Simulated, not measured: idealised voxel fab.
process module | voxel ribs on slabs
cross-section cut | 165 nm wide | cells 5 nm
A cross-section is a grid of square cells, given in bands from the top down. A band is one or more rows of cells.
Each band's line starts with the height of the band's top and of its bottom, in nm. Then come its materials from left to right, each with its width in nm. One material with "throughout" fills the band from edge to edge. "air" is empty space.
Height 0 is the level under which the wafer as received is all one material. The lowest band goes on downwards, as in "0 down".
A width such as "30 to 40" changes by the same amount from each row of cells to the next, from the band's top row to its bottom row.
"no change" after a step means that no cell of the cross-section changed.
closed voids: empty space of 8 cells or more with no open way to the top, each as width x height at its distance from the left edge, in nm
after a step's settings: what the simulator itself notes on the step
overlay nm, on a step with a mask: how far to the right of its planned place the mask lay; to the left if negative
plan
1 op RECEIVE | material Si
2 op DIRECTIONAL_DEP | material SiO2 | thk nm 20
3 op DIRECTIONAL_DEP | material SiN | thk nm 15
4 op PATTERN | tone cover | mask id RIB | material resist | width nm 15 | thk nm 20 | overlay nm 0
5 op DIRECTIONAL_ETCH | etch materials SiN | depth nm 5
6 op STRIP | etch materials resist
7 op MASKED_ETCH | tone cover | mask id SLAB | width nm 55 | etch materials SiN | depth nm 10 | overlay nm 0
8 op FILL_DEP | material SiO2 | thk nm 25
9 op CMP | height nm 55
10 op DIRECTIONAL_DEP | material TiN | thk nm 10
11 op DIRECTIONAL_DEP | material aC | thk nm 10
12 op PATTERN | tone cover | mask id HEATER | material resist | width nm 25 | thk nm 30 | overlay nm 0
13 op DIRECTIONAL_ETCH | etch materials aC | depth nm 10
14 op STRIP | etch materials resist
15 op DIRECTIONAL_ETCH | etch materials TiN | depth nm 10
16 op STRIP | etch materials aC
17 op CONFORMAL_DEP | material SiO2 | thk nm 10
as received, after step 1
  0 down: Si throughout
  closed voids: none
first wafer at the end, as planned
  75 to 65: air 60 | SiO2 45 | air 60
  65 to 55: SiO2 70 | TiN 25 | SiO2 70
  55 to 35: SiO2 throughout
  35 to 30: SiO2 75 | SiN 15 | SiO2 75
  30 to 20: SiO2 55 | SiN 55 | SiO2 55
  20 to 0: SiO2 throughout
  0 down: Si throughout
  closed voids: none
second wafer at the end: like start, like plan, one mistake
  75 to 65: air 60 | SiO2 45 | air 60
  65 to 55: SiO2 70 | TiN 25 | SiO2 70
  55 to 45: SiO2 throughout
  45 to 40: SiO2 75 | SiN 15 | SiO2 75
  40 to 30: SiO2 55 | SiN 55 | SiO2 55
  30 to 0: SiO2 throughout
  0 down: Si throughout
  closed voids: none
what went wrong: step 2 ran as: op DIRECTIONAL_DEP | material SiO2 | thk nm 30
at the end the second wafer has, in cells: as many of each material as the first, in other places
